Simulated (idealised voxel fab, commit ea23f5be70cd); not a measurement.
Documented hereafter: the process module known as voxel wiring stack.
For reference, the cross-section in this document is cut, with width 230 nm and square cells of 5 nm.
If you're reading a cross-section in this doc, picture square cells in a grid; it comes to you as bands, top ones listed first down to the bottom, and a band can be one or more rows of cells. Top height, bottom height, nm. Materials left to right, width each, nm. Single material + "throughout" = fills band edge to edge. "air" = empty. All heights in this document are referenced to 0, defined as the level beneath which the wafer, as received, consists entirely of one material. The lowest band is not bounded below; it extends indefinitely downward and is written in the form "from 0 down". Per-row width for "30..40": begins at first number (top row of band), ends at second number (bottom row), increment between rows held constant. Any step labelled "identical to before" changed none of the cells in the cross-section. Voids not open to the top, 8 cells minimum: see "Listed closed voids". Written width x height at distance; distance is from the left edge; nm. Note: text after step settings on the step line = simulator remark on that step. "overlay nm", when on a step's line for a step with a mask, measures how far to the right of its planned place the mask lay; a negative measure means to the left.

**The following list gives the planned process steps**
| 1 | RECEIVE (material Si) |
| 2 | CONFORMAL_DEP (material SiO2; thk nm 10) |
| 3 | DIRECTIONAL_DEP (material TiN; thk nm 5) |
| 4 | DIRECTIONAL_DEP (material W; thk nm 20) |
| 5 | DIRECTIONAL_DEP (material aC; thk nm 15) |
| 6 | PATTERN (tone cover; mask id METAL_1; material resist; width nm 30; pitch nm 50; thk nm 35; overlay nm 0) |
| 7 | DIRECTIONAL_ETCH (etch materials aC; depth nm 15) |
| 8 | STRIP (etch materials resist) |
| 9 | DIRECTIONAL_ETCH (etch materials W; depth nm 20) |
| 10 | DIRECTIONAL_ETCH (etch materials TiN; depth nm 5) |
| 11 | STRIP (etch materials aC) |
| 12 | FILL_DEP (material SiO2; thk nm 5) |
| 13 | CMP (height nm 35) |
| 14 | CONFORMAL_DEP (material SiCN; thk nm 5) |
| 15 | DIRECTIONAL_DEP (material SiO2; thk nm 25) |
| 16 | DIRECTIONAL_DEP (material aC; thk nm 15) |
| 17 | PATTERN (tone open; mask id METAL_2; material resist; width nm 30; pitch nm 50; thk nm 35; overlay nm 0) |
| 18 | DIRECTIONAL_ETCH (etch materials aC; depth nm 15) |
| 19 | STRIP (etch materials resist) |
| 20 | DIRECTIONAL_ETCH (etch materials SiO2; depth nm 15) |
| 21 | STRIP (etch materials aC) |
| 22 | PATTERN (tone open; mask id METAL_2_HOLES; material resist; width nm 15; pitch nm 50; thk nm 20; overlay nm 0) |
| 23 | DIRECTIONAL_ETCH (etch materials SiO2; depth nm 10) |
| 24 | DIRECTIONAL_ETCH (etch materials SiCN; depth nm 5) |
| 25 | STRIP (etch materials resist) |
| 26 | CONFORMAL_DEP (material TiN; thk nm 5) |
| 27 | FILL_DEP (material Cu; thk nm 5) |
| 28 | CMP (height nm 65) |
| 29 | CONFORMAL_DEP (material SiCN; thk nm 5) |
| 30 | DIRECTIONAL_DEP (material SiO2; thk nm 30) |
| 31 | DIRECTIONAL_DEP (material aC; thk nm 10) |
| 32 | PATTERN (tone open; mask id METAL_3_HOLES; material resist; width nm 15; pitch nm 50; thk nm 30; overlay nm 0) |
| 33 | DIRECTIONAL_ETCH (etch materials aC; depth nm 10) |
| 34 | STRIP (etch materials resist) |
| 35 | DIRECTIONAL_ETCH (etch materials SiO2; depth nm 30) |
| 36 | STRIP (etch materials aC) |
| 37 | DIRECTIONAL_DEP (material aC; thk nm 15) |
| 38 | PATTERN (tone open; mask id METAL_3; material resist; width nm 30; pitch nm 50; thk nm 35; overlay nm 0) |
| 39 | DIRECTIONAL_ETCH (etch materials aC; depth nm 15) |
| 40 | STRIP (etch materials resist) |
| 41 | DIRECTIONAL_ETCH (etch materials SiO2; depth nm 20) |
| 42 | DIRECTIONAL_ETCH (etch materials SiCN; depth nm 5) |
| 43 | STRIP (etch materials aC) |
| 44 | CONFORMAL_DEP (material TiN; thk nm 5) |
| 45 | FILL_DEP (material Cu; thk nm 10) |
| 46 | CMP (height nm 100) |
| 47 | CONFORMAL_DEP (material SiN; thk nm 5) |

**Cross-section: wafer on arrival = after step 1**
- from 0 down: Si throughout
- Listed closed voids: none

**The first of two wafers, cross-sectioned at the end of the module, with the run proceeding as planned**
- from 105 to 100: SiN throughout
- from 100 to 85: SiO2 75 | TiN 5 | Cu 20 | TiN 5 | SiO2 20 | TiN 5 | Cu 20 | TiN 5 | SiO2 75
- from 85 to 80: SiO2 75 | TiN 5 | Cu 5 | TiN 20 | SiO2 20 | TiN 5 | Cu 5 | TiN 20 | SiO2 75
- from 80 to 70: SiO2 75 | TiN 5 | Cu 5 | TiN 5 | SiO2 35 | TiN 5 | Cu 5 | TiN 5 | SiO2 90
- from 70 to 65: SiCN 75 | TiN 15 | SiCN 35 | TiN 15 | SiCN 90
- from 65 to 55: SiO2 75 | TiN 5 | Cu 20 | TiN 5 | SiO2 20 | TiN 5 | Cu 20 | TiN 5 | SiO2 75
- from 55 to 50: SiO2 75 | TiN 5 | Cu 5 | TiN 20 | SiO2 20 | TiN 5 | Cu 5 | TiN 20 | SiO2 75
- from 50 to 40: SiO2 75 | TiN 5 | Cu 5 | TiN 5 | SiO2 35 | TiN 5 | Cu 5 | TiN 5 | SiO2 90
- from 40 to 35: SiCN 75 | TiN 15 | SiCN 35 | TiN 15 | SiCN 90
- from 35 to 15: SiO2 75 | W 30 | SiO2 20 | W 30 | SiO2 75
- from 15 to 10: SiO2 75 | TiN 30 | SiO2 20 | TiN 30 | SiO2 75
- from 10 to 0: SiO2 throughout
- from 0 down: Si throughout
- Listed closed voids: none

**Now the second wafer, cross-sectioned at the end of the module. Nothing different at the start, nothing different in the plan compared with the first, just one mistake when it was actually run**
- from 105 to 100: SiN throughout
- from 100 to 85: SiO2 75 | TiN 5 | Cu 20 | TiN 5 | SiO2 20 | TiN 5 | Cu 20 | TiN 5 | SiO2 75
- from 85 to 75: SiO2 75 | TiN 5 | Cu 5 | TiN 20..5 | SiO2 20..35 | TiN 5 | Cu 5 | TiN 20..5 | SiO2 75..90
- from 75 to 70: SiO2 75 | TiN 15 | SiO2 35 | TiN 15 | SiO2 90
- from 70 to 65: Cu throughout
- from 65 to 55: SiO2 75 | TiN 5 | Cu 20 | TiN 5 | SiO2 20 | TiN 5 | Cu 20 | TiN 5 | SiO2 75
- from 55 to 50: SiO2 75 | TiN 5 | Cu 5 | TiN 20 | SiO2 20 | TiN 5 | Cu 5 | TiN 20 | SiO2 75
- from 50 to 40: SiO2 75 | TiN 5 | Cu 5 | TiN 5 | SiO2 35 | TiN 5 | Cu 5 | TiN 5 | SiO2 90
- from 40 to 35: SiCN 75 | TiN 15 | SiCN 35 | TiN 15 | SiCN 90
- from 35 to 15: SiO2 75 | W 30 | SiO2 20 | W 30 | SiO2 75
- from 15 to 10: SiO2 75 | TiN 30 | SiO2 20 | TiN 30 | SiO2 75
- from 10 to 0: SiO2 throughout
- from 0 down: Si throughout
- Listed closed voids: none
Which mistake was made when the wafer was run? step 29 ran as: CONFORMAL_DEP (material Cu; thk nm 5)
End of process, cell counts, second wafer against first, materials with more or fewer: 44 more of Cu; 40 fewer of SiCN; 4 fewer of TiN
